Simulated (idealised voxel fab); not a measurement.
Process module heading - voxel air gaps
The figure presents cross-section cut, which has a width of 290 nm and is divided into square cells with an edge length of 5 nm.
This document writes a cross-section as a grid whose cells are square, and gives it as bands, listed from the top down; one or more rows of cells form a band.
Within each band entry, the heights of the top and of the bottom of the band appear first, in that order and in nm; the materials of the band then follow from left to right, each with its corresponding width in nm. The designation "everywhere" on a single material indicates that it fills the band from edge to edge; the designation "blank" indicates empty space.
It should be noted that heights are counted from 0, beneath which the wafer as supplied is of one material throughout, and that the lowest band possesses no lower boundary but continues downward, as written in "0 -> down".
A two-number width, for instance "30..40", indicates that the width is equal to the first number in the top row of the band and to the second number in the bottom row, and that it changes by a constant amount per row of cells.
Key: "everything unchanged" - step with no changed cell in the cross-section.
"Closed void register" specifies each empty space that is not open to the top and that occupies no fewer than 8 cells, using the form width x height at distance, the distance measured from the left edge and all three quantities in nm.
On each step's line, the part that comes after the settings is the simulator's own comment on the step.
Among the settings permitted on a step's line is "overlay nm"; applied to a step with a mask, it specifies the extent to which the mask lay to the right of its planned position, whereas a negative figure signifies a position to the left.
### The steps planned for the process are as follows
1,RECEIVE,material Si
2,CONFORMAL_DEP,material SiO2,thk nm 15
3,CONFORMAL_DEP,material SiN,thk nm 5
4,DIRECTIONAL_DEP,material lowk,thk nm 35
5,MASKED_ETCH,tone open,mask id LINES,width nm 20,pitch nm 50,etch materials lowk,depth nm 35,overlay nm 0
6,CONFORMAL_DEP,material TiN,thk nm 5
7,FILL_DEP,material Cu,thk nm 10
8,CMP,height nm 55
9,EPI,material Ru,thk nm 10
10,SELECTIVE_ETCH,etch materials lowk,depth nm 45
11,CONFORMAL_DEP,material SiCN,thk nm 5
Among the wafers covered here, the point of difference is the thk nm at step 3; their starting state is shared, and the plan presents the value of the first wafer.
### Step 1 complete: as-received cross-section of the first of several wafers
	0 -> down | Si everywhere
	Closed void register: none
### End-of-module cross-section, first of several wafers, after last step 11
	70 -> 65 | 45 blank, 200 SiCN, 45 blank
	65 -> 55 | 45 blank, 5 SiCN, 40 Ru, 10 SiCN, 40 Ru, 10 SiCN, 40 Ru, 10 SiCN, 40 Ru, 5 SiCN, 45 blank
	55 -> 50 | 45 blank, 15 SiCN, 5 TiN, 10 Cu, 5 TiN, 30 SiCN, 5 TiN, 10 Cu, 5 TiN, 30 SiCN, 5 TiN, 10 Cu, 5 TiN, 30 SiCN, 5 TiN, 10 Cu, 5 TiN, 15 SiCN, 45 blank
	50 -> 25 | 55 blank, 5 SiCN, 5 TiN, 10 Cu, 5 TiN, 5 SiCN, 20 blank, 5 SiCN, 5 TiN, 10 Cu, 5 TiN, 5 SiCN, 20 blank, 5 SiCN, 5 TiN, 10 Cu, 5 TiN, 5 SiCN, 20 blank, 5 SiCN, 5 TiN, 10 Cu, 5 TiN, 5 SiCN, 55 blank
	25 -> 20 | 60 SiCN, 20 TiN, 30 SiCN, 20 TiN, 30 SiCN, 20 TiN, 30 SiCN, 20 TiN, 60 SiCN
	20 -> 15 | SiN everywhere
	15 -> 0 | SiO2 everywhere
	0 -> down | Si everywhere
	Closed void register: 20 x 25 at 85; 20 x 25 at 135; 20 x 25 at 185
### Cross-sectional depiction of the last of several wafers upon completion of the module
	70 -> 65 | 45 blank, 200 SiCN, 45 blank
	65 -> 55 | 45 blank, 5 SiCN, 40 Ru, 10 SiCN, 40 Ru, 10 SiCN, 40 Ru, 10 SiCN, 40 Ru, 5 SiCN, 45 blank
	55 -> 50 | 45 blank, 15 SiCN, 5 TiN, 10 Cu, 5 TiN, 30 SiCN, 5 TiN, 10 Cu, 5 TiN, 30 SiCN, 5 TiN, 10 Cu, 5 TiN, 30 SiCN, 5 TiN, 10 Cu, 5 TiN, 15 SiCN, 45 blank
	50 -> 40 | 55 blank, 5 SiCN, 5 TiN, 10 Cu, 5 TiN, 5 SiCN, 20 blank, 5 SiCN, 5 TiN, 10 Cu, 5 TiN, 5 SiCN, 20 blank, 5 SiCN, 5 TiN, 10 Cu, 5 TiN, 5 SiCN, 20 blank, 5 SiCN, 5 TiN, 10 Cu, 5 TiN, 5 SiCN, 55 blank
	40 -> 35 | 60 SiCN, 20 TiN, 30 SiCN, 20 TiN, 30 SiCN, 20 TiN, 30 SiCN, 20 TiN, 60 SiCN
	35 -> 15 | SiN everywhere
	15 -> 0 | SiO2 everywhere
	0 -> down | Si everywhere
	Closed void register: 20 x 10 at 85; 20 x 10 at 135; 20 x 10 at 185
### For your reference, the table is organized with a row per wafer; each row reflects the wafer at the end of the module, indicating for each material the cells gained (+) or lost (-) since receipt, and thereafter its closed voids
thk nm 5, +48 Cu, +64 Ru, +162 SiCN, +58 SiN, +174 SiO2, +64 TiN, Closed void register: 20 x 25 at 85; 20 x 25 at 135; 20 x 25 at 185
thk nm 10, +40 Cu, +64 Ru, +154 SiCN, +116 SiN, +174 SiO2, +56 TiN, Closed void register: 20 x 20 at 85; 20 x 20 at 135; 20 x 20 at 185
thk nm 15, +32 Cu, +64 Ru, +146 SiCN, +174 SiN, +174 SiO2, +48 TiN, Closed void register: 20 x 15 at 85; 20 x 15 at 135; 20 x 15 at 185
thk nm 20, +24 Cu, +64 Ru, +138 SiCN, +232 SiN, +174 SiO2, +40 TiN, Closed void register: 20 x 10 at 85; 20 x 10 at 135; 20 x 10 at 185
